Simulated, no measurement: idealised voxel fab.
Presented below is a process module, voxel quadruple lines.
Cross-section cut: width 245 nm, square cells of 5 nm.
Cross-section layout: square cells on a grid; listed as bands, top to bottom; a band spans one or more cell rows. It is stipulated that each band's entry specify, in nanometres, the height of the top of the band and then that of its bottom, followed by the materials of the band in left-to-right sequence, each together with its width in nanometres. A single material marked by the word "everywhere" is understood to fill the band from edge to edge; the word "air" is understood to denote empty space. Counting heights begins at 0, where everything beneath is, in the wafer as received, one material. The lowest band has no bottom; it goes on downwards, as "top 0, no bottom" shows. Top row gets the first number, bottom row gets the second, and each row in between changes by the same step: that is how a band width like "30 to 40" works. Given "stayed the same" for a step, no cell of the cross-section differs between before and after that step. If an empty space has no open way to the top and is at least 8 cells in size, "Enclosed cavities" lists it, written width x height at distance, where distance is measured from the left edge and every value is in nm. What comes after the settings on a step's line is commentary from the simulator itself on that step. A step line may carry the setting "overlay nm", which, for steps involving a mask, states the distance by which the mask lay to the right of its intended position; negative values denote displacement to the left.
SET OUT BELOW ARE THE PLANNED STEPS OF THE PROCESS
1 RECEIVE, material Si
2 CONFORMAL_DEP, material Al2O3, thk nm 5
3 DIRECTIONAL_DEP, material TiN, thk nm 10
4 DIRECTIONAL_DEP, material polySi, thk nm 20
5 DIRECTIONAL_DEP, material aC, thk nm 25
6 PATTERN, tone cover, mask id MANDREL, material resist, width nm 35, pitch nm 100, thk nm 30, overlay nm 0
7 DIRECTIONAL_ETCH, etch materials aC, depth nm 25
8 STRIP, etch materials resist
9 CONFORMAL_DEP, material SiO2, thk nm 15
10 DIRECTIONAL_ETCH, etch materials SiO2, depth nm 15
11 STRIP, etch materials aC
12 DIRECTIONAL_ETCH, etch materials polySi, depth nm 20
13 STRIP, etch materials SiO2
14 CONFORMAL_DEP, material SiCN, thk nm 5
15 DIRECTIONAL_ETCH, etch materials SiCN, depth nm 10
16 STRIP, etch materials polySi
17 DIRECTIONAL_ETCH, etch materials TiN, depth nm 10
18 STRIP, etch materials SiCN
Split variable: thk nm, step 14. Plan value = first wafer. Wafers start alike.
CROSS-SECTION OF THE FIRST OF SEVERAL WAFERS AS RECEIVED (AFTER STEP 1)
* top 0, no bottom: Si everywhere
* Enclosed cavities: none
FIRST OF SEVERAL WAFERS IN CROSS-SECTION AT MODULE END, FOLLOWING THE FINAL STEP, STEP 18
* top 15, bottom 5: air: 35 | TiN: 5 | air: 15 | TiN: 5 | air: 25 | TiN: 5 | air: 15 | TiN: 5 | air: 25 | TiN: 5 | air: 15 | TiN: 5 | air: 25 | TiN: 5 | air: 15 | TiN: 5 | air: 35
* top 5, bottom 0: Al2O3 everywhere
* top 0, no bottom: Si everywhere
* Enclosed cavities: none
END OF MODULE, LAST WAFER SECTIONED
* top 35, bottom 15: air: 40 | polySi: 15 | air: 35 | polySi: 15 | air: 35 | polySi: 15 | air: 35 | polySi: 15 | air: 40
* top 15, bottom 5: TiN everywhere
* top 5, bottom 0: Al2O3 everywhere
* top 0, no bottom: Si everywhere
* Enclosed cavities: none
PER WAFER (ROW), END OF MODULE: DELTA IN CELLS PER MATERIAL SINCE RECEIPT, (+) FOR GAINED, (-) FOR LOST; CLOSED VOIDS AFTER THAT
thk nm 5 | +49 Al2O3 | +16 TiN | Enclosed cavities: none
thk nm 10 | +49 Al2O3 | +32 TiN | Enclosed cavities: none
thk nm 15 | +49 Al2O3 | +98 TiN | +48 polySi | Enclosed cavities: none
thk nm 20 | +49 Al2O3 | +98 TiN | +48 polySi | Enclosed cavities: none
thk nm 25 | +49 Al2O3 | +98 TiN | +48 polySi | Enclosed cavities: none
